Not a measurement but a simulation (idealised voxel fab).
process module | voxel gate over fins
cross-section cut | 180 nm wide | cells 5 nm
A cross-section is a grid of square cells, given in bands from the top down. A band is one or more rows of cells.
Each band's line starts with the height of the band's top and of its bottom, in nm. Then come its materials from left to right, each with its width in nm. One material with "throughout" fills the band from edge to edge. "air" is empty space.
Height 0 is the level under which the wafer as received is all one material. The lowest band goes on downwards, as in "0 down".
A width such as "30 to 40" changes by the same amount from each row of cells to the next, from the band's top row to its bottom row.
"no change" after a step means that no cell of the cross-section changed.
closed voids: empty space of 8 cells or more with no open way to the top, each as width x height at its distance from the left edge, in nm
after a step's settings: what the simulator itself notes on the step
overlay nm, on a step with a mask: how far to the right of its planned place the mask lay; to the left if negative
plan
1 op RECEIVE | material Si
2 op CONFORMAL_DEP | material SiN | thk nm 10
3 op DIRECTIONAL_DEP | material aC | thk nm 10
4 op PATTERN | tone cover | mask id FINS | material resist | width nm 15 | pitch nm 40 | thk nm 25 | overlay nm 0
5 op DIRECTIONAL_ETCH | etch materials aC | depth nm 10
6 op STRIP | etch materials resist
7 op DIRECTIONAL_ETCH | etch materials SiN | depth nm 10
8 op DIRECTIONAL_ETCH | etch materials Si | depth nm 30
9 op STRIP | etch materials aC
10 op OXIDIZE | depth nm 5
11 op FILL_DEP | material SiO2 | thk nm 15
12 op CMP | height nm 10
13 op SELECTIVE_ETCH | etch materials SiO2 | depth nm 25
14 op STRIP | etch materials SiN
15 op CONFORMAL_DEP | material HfO2 | thk nm 5
16 op CONFORMAL_DEP | material TiN | thk nm 5
17 op FILL_DEP | material W | thk nm 10
18 op CMP | height nm 15
19 op CONFORMAL_DEP | material SiCN | thk nm 10
first wafer, as planned
as received, after step 1
  0 down: Si throughout
  closed voids: none
after step 2
  10 to 0: SiN throughout
  below 0: unchanged
after step 3
  20 to 10: aC throughout
  below 10: unchanged
after step 4
  45 to 20: air 20 | resist 15 | air 25 | resist 15 | air 25 | resist 15 | air 25 | resist 15 | air 25
  below 20: unchanged
after step 5
  35 to 20: air 20 | resist 15 | air 25 | resist 15 | air 25 | resist 15 | air 25 | resist 15 | air 25
  20 to 10: air 20 | aC 15 | air 25 | aC 15 | air 25 | aC 15 | air 25 | aC 15 | air 25
  below 10: unchanged
after step 6
  20 to 10: air 20 | aC 15 | air 25 | aC 15 | air 25 | aC 15 | air 25 | aC 15 | air 25
  below 10: unchanged
after step 7
  20 to 10: air 20 | aC 15 | air 25 | aC 15 | air 25 | aC 15 | air 25 | aC 15 | air 25
  10 to 0: air 20 | SiN 15 | air 25 | SiN 15 | air 25 | SiN 15 | air 25 | SiN 15 | air 25
  below 0: unchanged
after step 8
  20 to 10: air 20 | aC 15 | air 25 | aC 15 | air 25 | aC 15 | air 25 | aC 15 | air 25
  10 to 0: air 20 | SiN 15 | air 25 | SiN 15 | air 25 | SiN 15 | air 25 | SiN 15 | air 25
  0 to -30: air 20 | Si 15 | air 25 | Si 15 | air 25 | Si 15 | air 25 | Si 15 | air 25
  below -30: unchanged
after step 9
  10 to 0: air 20 | SiN 15 | air 25 | SiN 15 | air 25 | SiN 15 | air 25 | SiN 15 | air 25
  below 0: unchanged
after step 10
  10 to 0: air 20 | SiN 15 | air 25 | SiN 15 | air 25 | SiN 15 | air 25 | SiN 15 | air 25
  0 to -30: air 20 | SiO2 5 | Si 5 | SiO2 5 | air 25 | SiO2 5 | Si 5 | SiO2 5 | air 25 | SiO2 5 | Si 5 | SiO2 5 | air 25 | SiO2 5 | Si 5 | SiO2 5 | air 25
  -30 to -35: SiO2 25 | Si 5 | SiO2 35 | Si 5 | SiO2 35 | Si 5 | SiO2 35 | Si 5 | SiO2 30
  below -35: unchanged
after step 11
  25 to 10: SiO2 throughout
  10 to 0: SiO2 20 | SiN 15 | SiO2 25 | SiN 15 | SiO2 25 | SiN 15 | SiO2 25 | SiN 15 | SiO2 25
  0 to -35: SiO2 25 | Si 5 | SiO2 35 | Si 5 | SiO2 35 | Si 5 | SiO2 35 | Si 5 | SiO2 30
  below -35: unchanged
after step 12
  10 to 0: SiO2 20 | SiN 15 | SiO2 25 | SiN 15 | SiO2 25 | SiN 15 | SiO2 25 | SiN 15 | SiO2 25
  below 0: unchanged
after step 13
  10 to 0: air 20 | SiN 15 | air 25 | SiN 15 | air 25 | SiN 15 | air 25 | SiN 15 | air 25
  0 to -15: air 25 | Si 5 | air 35 | Si 5 | air 35 | Si 5 | air 35 | Si 5 | air 30
  below -15: unchanged
after step 14
  0 to -15: air 25 | Si 5 | air 35 | Si 5 | air 35 | Si 5 | air 35 | Si 5 | air 30
  below -15: unchanged
after step 15
  5 to 0: air 20 | HfO2 15 | air 25 | HfO2 15 | air 25 | HfO2 15 | air 25 | HfO2 15 | air 25
  0 to -10: air 20 | HfO2 5 | Si 5 | HfO2 5 | air 25 | HfO2 5 | Si 5 | HfO2 5 | air 25 | HfO2 5 | Si 5 | HfO2 5 | air 25 | HfO2 5 | Si 5 | HfO2 5 | air 25
  -10 to -15: HfO2 25 | Si 5 | HfO2 35 | Si 5 | HfO2 35 | Si 5 | HfO2 35 | Si 5 | HfO2 30
  below -15: unchanged
after step 16
  10 to 5: air 15 | TiN 25 | air 15 | TiN 25 | air 15 | TiN 25 | air 15 | TiN 25 | air 20
  5 to 0: air 15 | TiN 5 | HfO2 15 | TiN 5 | air 15 | TiN 5 | HfO2 15 | TiN 5 | air 15 | TiN 5 | HfO2 15 | TiN 5 | air 15 | TiN 5 | HfO2 15 | TiN 5 | air 20
  0 to -5: air 15 | TiN 5 | HfO2 5 | Si 5 | HfO2 5 | TiN 5 | air 15 | TiN 5 | HfO2 5 | Si 5 | HfO2 5 | TiN 5 | air 15 | TiN 5 | HfO2 5 | Si 5 | HfO2 5 | TiN 5 | air 15 | TiN 5 | HfO2 5 | Si 5 | HfO2 5 | TiN 5 | air 20
  -5 to -10: TiN 20 | HfO2 5 | Si 5 | HfO2 5 | TiN 25 | HfO2 5 | Si 5 | HfO2 5 | TiN 25 | HfO2 5 | Si 5 | HfO2 5 | TiN 25 | HfO2 5 | Si 5 | HfO2 5 | TiN 25
  below -10: unchanged
after step 17
  20 to 10: W throughout
  10 to 5: W 15 | TiN 25 | W 15 | TiN 25 | W 15 | TiN 25 | W 15 | TiN 25 | W 20
  5 to 0: W 15 | TiN 5 | HfO2 15 | TiN 5 | W 15 | TiN 5 | HfO2 15 | TiN 5 | W 15 | TiN 5 | HfO2 15 | TiN 5 | W 15 | TiN 5 | HfO2 15 | TiN 5 | W 20
  0 to -5: W 15 | TiN 5 | HfO2 5 | Si 5 | HfO2 5 | TiN 5 | W 15 | TiN 5 | HfO2 5 | Si 5 | HfO2 5 | TiN 5 | W 15 | TiN 5 | HfO2 5 | Si 5 | HfO2 5 | TiN 5 | W 15 | TiN 5 | HfO2 5 | Si 5 | HfO2 5 | TiN 5 | W 20
  below -5: unchanged
after step 18
  15 to 10: W throughout
  below 10: unchanged
after step 19
  25 to 15: SiCN throughout
  below 15: unchanged
second wafer: like start, like plan, one mistake. Through step 14 it matches the first wafer
when step 15 should have ended
  5 to 0: air 20 | TiN 15 | air 25 | TiN 15 | air 25 | TiN 15 | air 25 | TiN 15 | air 25
  0 to -10: air 20 | TiN 5 | Si 5 | TiN 5 | air 25 | TiN 5 | Si 5 | TiN 5 | air 25 | TiN 5 | Si 5 | TiN 5 | air 25 | TiN 5 | Si 5 | TiN 5 | air 25
  -10 to -15: TiN 25 | Si 5 | TiN 35 | Si 5 | TiN 35 | Si 5 | TiN 35 | Si 5 | TiN 30
  below -15: unchanged
when step 16 should have ended
  10 to 5: air 15 | HfO2 25 | air 15 | HfO2 25 | air 15 | HfO2 25 | air 15 | HfO2 25 | air 20
  5 to 0: air 15 | HfO2 5 | TiN 15 | HfO2 5 | air 15 | HfO2 5 | TiN 15 | HfO2 5 | air 15 | HfO2 5 | TiN 15 | HfO2 5 | air 15 | HfO2 5 | TiN 15 | HfO2 5 | air 20
  0 to -5: air 15 | HfO2 5 | TiN 5 | Si 5 | TiN 5 | HfO2 5 | air 15 | HfO2 5 | TiN 5 | Si 5 | TiN 5 | HfO2 5 | air 15 | HfO2 5 | TiN 5 | Si 5 | TiN 5 | HfO2 5 | air 15 | HfO2 5 | TiN 5 | Si 5 | TiN 5 | HfO2 5 | air 20
  -5 to -10: HfO2 20 | TiN 5 | Si 5 | TiN 5 | HfO2 25 | TiN 5 | Si 5 | TiN 5 | HfO2 25 | TiN 5 | Si 5 | TiN 5 | HfO2 25 | TiN 5 | Si 5 | TiN 5 | HfO2 25
  below -10: unchanged
when step 17 should have ended
  20 to 10: W throughout
  10 to 5: W 15 | HfO2 25 | W 15 | HfO2 25 | W 15 | HfO2 25 | W 15 | HfO2 25 | W 20
  5 to 0: W 15 | HfO2 5 | TiN 15 | HfO2 5 | W 15 | HfO2 5 | TiN 15 | HfO2 5 | W 15 | HfO2 5 | TiN 15 | HfO2 5 | W 15 | HfO2 5 | TiN 15 | HfO2 5 | W 20
  0 to -5: W 15 | HfO2 5 | TiN 5 | Si 5 | TiN 5 | HfO2 5 | W 15 | HfO2 5 | TiN 5 | Si 5 | TiN 5 | HfO2 5 | W 15 | HfO2 5 | TiN 5 | Si 5 | TiN 5 | HfO2 5 | W 15 | HfO2 5 | TiN 5 | Si 5 | TiN 5 | HfO2 5 | W 20
  below -5: unchanged
when step 18 should have ended
  15 to 10: W throughout
  below 10: unchanged
when step 19 should have ended
  25 to 15: SiCN throughout
  below 15: unchanged
what went wrong: steps 15 and 16 were swapped
at the end the second wafer has, in cells: as many of each material as the first, in other places
